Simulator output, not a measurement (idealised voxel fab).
This is a process module. Its name is voxel ribs on slabs.
Xsec cut, 195 nm wide, square cell size 5 nm.
We lay out every cross-section as a grid of square cells and spell it out in bands from the top down, where one band means one or more rows of cells. The entry gives the band's vertical extent as a top height and a bottom height in nm, then its horizontal make-up as materials from left to right, each with a width in nm. "air" stands for empty space; a single material marked "throughout" fills the band edge to edge. For the purposes of this specification, 0 denotes the height below which the wafer in its as-received condition is composed wholly of one material, and the lowermost band, lacking a lower limit, extends downward without end, as expressed in "0 and below". When a width is written as two numbers, as in "30->40", the first number is the width in the top row of cells of the band and the second is the width in its bottom row, and the width changes by the same amount from each row to the next. Take "remains unaltered" at face value: in the step it is given for, the cross-section changed in none of its cells. Each empty space that has no open way to the top and spans at least 8 cells appears under "Closed cavity list" as width x height at distance, the distance counted from the left edge, all in nm. after a step's settings: what the simulator itself notes on the step. Among the settings permitted on a step's line is "overlay nm"; applied to a step with a mask, it specifies the extent to which the mask lay to the right of its planned position, whereas a negative figure signifies a position to the left.

The planned process steps are enumerated hereunder
1) RECEIVE: material Si
2) DIRECTIONAL_DEP: material SiO2, thk nm 25
3) DIRECTIONAL_DEP: material SiN, thk nm 20
4) PATTERN: tone cover, mask id RIB, material resist, width nm 25, thk nm 15, overlay nm 0
5) DIRECTIONAL_ETCH: etch materials SiN, depth nm 5
6) STRIP: etch materials resist
7) MASKED_ETCH: tone cover, mask id SLAB, width nm 85, etch materials SiN, depth nm 15, overlay nm 0
8) FILL_DEP: material SiO2, thk nm 20
9) CMP: height nm 60
10) DIRECTIONAL_DEP: material W, thk nm 10
11) DIRECTIONAL_DEP: material aC, thk nm 10
12) PATTERN: tone cover, mask id HEATER, material resist, width nm 35, thk nm 30, overlay nm 0
13) DIRECTIONAL_ETCH: etch materials aC, depth nm 10
14) STRIP: etch materials resist
15) DIRECTIONAL_ETCH: etch materials W, depth nm 10
16) STRIP: etch materials aC
17) CONFORMAL_DEP: material SiO2, thk nm 10

Step 1 complete: cross-section of the wafer as received
* 0 and below  Si throughout
* Closed cavity list: none

This is how the wafer looks in cross-section once the module is done, given the starting state and plan above and one mistake in carrying the plan out
* 70 down to 60  80 nm air  35 nm W  80 nm air
* 60 down to 45  SiO2 throughout
* 45 down to 40  85 nm SiO2  25 nm SiN  85 nm SiO2
* 40 down to 25  55 nm SiO2  85 nm SiN  55 nm SiO2
* 25 down to 0  SiO2 throughout
* 0 and below  Si throughout
* Closed cavity list: none
Finding, execution versus plan: plan step 17 was not performed, having been skipped
